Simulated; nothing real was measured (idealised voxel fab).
process module | voxel self aligned contacts
cross-section cut | 290 nm wide | cells 5 nm
A cross-section is a grid of square cells, given in bands from the top down. A band is one or more rows of cells.
Each band's line starts with the height of the band's top and of its bottom, in nm. Then come its materials from left to right, each with its width in nm. One material with "throughout" fills the band from edge to edge. "air" is empty space.
Height 0 is the level under which the wafer as received is all one material. The lowest band goes on downwards, as in "0 down".
A width such as "30 to 40" changes by the same amount from each row of cells to the next, from the band's top row to its bottom row.
"no change" after a step means that no cell of the cross-section changed.
closed voids: empty space of 8 cells or more with no open way to the top, each as width x height at its distance from the left edge, in nm
after a step's settings: what the simulator itself notes on the step
overlay nm, on a step with a mask: how far to the right of its planned place the mask lay; to the left if negative
plan
1 op RECEIVE | material Si
2 op CONFORMAL_DEP | material SiO2 | thk nm 5
3 op DIRECTIONAL_DEP | material polySi | thk nm 25
4 op DIRECTIONAL_DEP | material SiN | thk nm 25
5 op PATTERN | tone cover | mask id GATE | material resist | width nm 25 | pitch nm 60 | thk nm 15 | overlay nm 0
6 op DIRECTIONAL_ETCH | etch materials SiN | depth nm 25
7 op DIRECTIONAL_ETCH | etch materials polySi | depth nm 25
8 op STRIP | etch materials resist
9 op CONFORMAL_DEP | material SiN | thk nm 10
10 op DIRECTIONAL_ETCH | etch materials SiN | depth nm 10
11 op FILL_DEP | material SiO2 | thk nm 15
12 op CMP | height nm 65
13 op DIRECTIONAL_DEP | material aC | thk nm 10
14 op PATTERN | tone open | mask id CONTACT | material resist | width nm 45 | pitch nm 60 | thk nm 30 | overlay nm 0
15 op DIRECTIONAL_ETCH | etch materials aC | depth nm 10
16 op STRIP | etch materials resist
17 op DIRECTIONAL_ETCH | etch materials SiO2 | depth nm 65
18 op STRIP | etch materials aC
19 op CONFORMAL_DEP | material TiN | thk nm 5
20 op FILL_DEP | material W | thk nm 10
21 op CMP | height nm 65
22 op CONFORMAL_DEP | material SiCN | thk nm 5
as received, after step 1
  0 down: Si throughout
  closed voids: none
a wafer at the end: this start, this plan, one mistake
  70 to 65: SiN throughout
  65 to 55: SiO2 90 | TiN 5 to 20 | W 35 to 5 | TiN 5 to 20 | SiO2 15 | TiN 5 to 20 | W 35 to 5 | TiN 5 to 20 | SiO2 95
  55 to 30: SiO2 60 | SiN 45 | TiN 5 | W 5 | TiN 5 | SiN 45 | TiN 5 | W 5 | TiN 5 | SiN 45 | SiO2 65
  30 to 5: SiO2 60 | SiN 10 | polySi 25 | SiN 10 | TiN 5 | W 5 | TiN 5 | SiN 10 | polySi 25 | SiN 10 | TiN 5 | W 5 | TiN 5 | SiN 10 | polySi 25 | SiN 10 | SiO2 65
  5 to 0: SiO2 105 | TiN 15 | SiO2 45 | TiN 15 | SiO2 110
  0 down: Si throughout
  closed voids: none
what went wrong: step 22 ran as: op CONFORMAL_DEP | material SiN | thk nm 5
